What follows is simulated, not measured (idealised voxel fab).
voxel lift off: a process module
The cross-section shown here is cut; it is 230 nm wide and divided into square cells measuring 5 nm on a side.
Reading order for cross-sections: top band down to bottom band. Underlying form: a grid of square cells. Band size: one or more rows of cells. Heads up on the band format: heights come first, top then bottom, in nm. After that it's the materials left to right, each with its width in nm. A single material flagged "everywhere" fills the whole band edge to edge, and "blank" means there's empty space there. Heights are reckoned from 0. Under this level, the received wafer is all of one material. The bottommost band is open-ended downward, for example "0 and below". With a width like "30..40", each row of cells in the band differs from the next by the same amount, the top row carrying the first number and the bottom row the second. What does "nothing changed" mean for a step? It means no cell of the cross-section changed in that step. "Catalogued sealed voids" enumerates empty spaces isolated from the top, with no open way to it, that contain at least 8 cells, giving each as width x height at distance from the left edge, all three in nm. Step line, after settings: the simulator's comment on this step. On any step carrying a mask, the "overlay nm" setting, if present on the step's line, tells how far right of its planned place the mask lay; negative values point to the left.

Here's what the planned process steps look like
1. RECEIVE (material Si)
2. CONFORMAL_DEP (material SiN; thk nm 5)
3. PATTERN (tone open; mask id LINES; material resist; width nm 30; pitch nm 55; thk nm 15; overlay nm 0)
4. DIRECTIONAL_DEP (material Ru; thk nm 5)
5. STRIP (etch materials resist)
6. CONFORMAL_DEP (material SiO2; thk nm 10)

As-received state of the wafer in cross-section, equivalent to post-step 1
> 0 and below  Si everywhere
> Catalogued sealed voids: none

a wafer at the end: this start, this plan, one mistake
> 20 down to 15  SiO2 (55), then blank (10), then SiO2 (45), then blank (10), then SiO2 (45), then blank (10), then SiO2 (55)
> 15 down to 10  SiO2 everywhere
> 10 down to 5  Ru (45), then SiO2 (30), then Ru (25), then SiO2 (30), then Ru (25), then SiO2 (30), then Ru (45)
> 5 down to 0  SiN everywhere
> 0 and below  Si everywhere
> Catalogued sealed voids: none
So what did we get wrong on this run? step 3 changed vs plan, executed as PATTERN (tone cover; mask id LINES; material resist; width nm 30; pitch nm 55; thk nm 15; overlay nm 0)
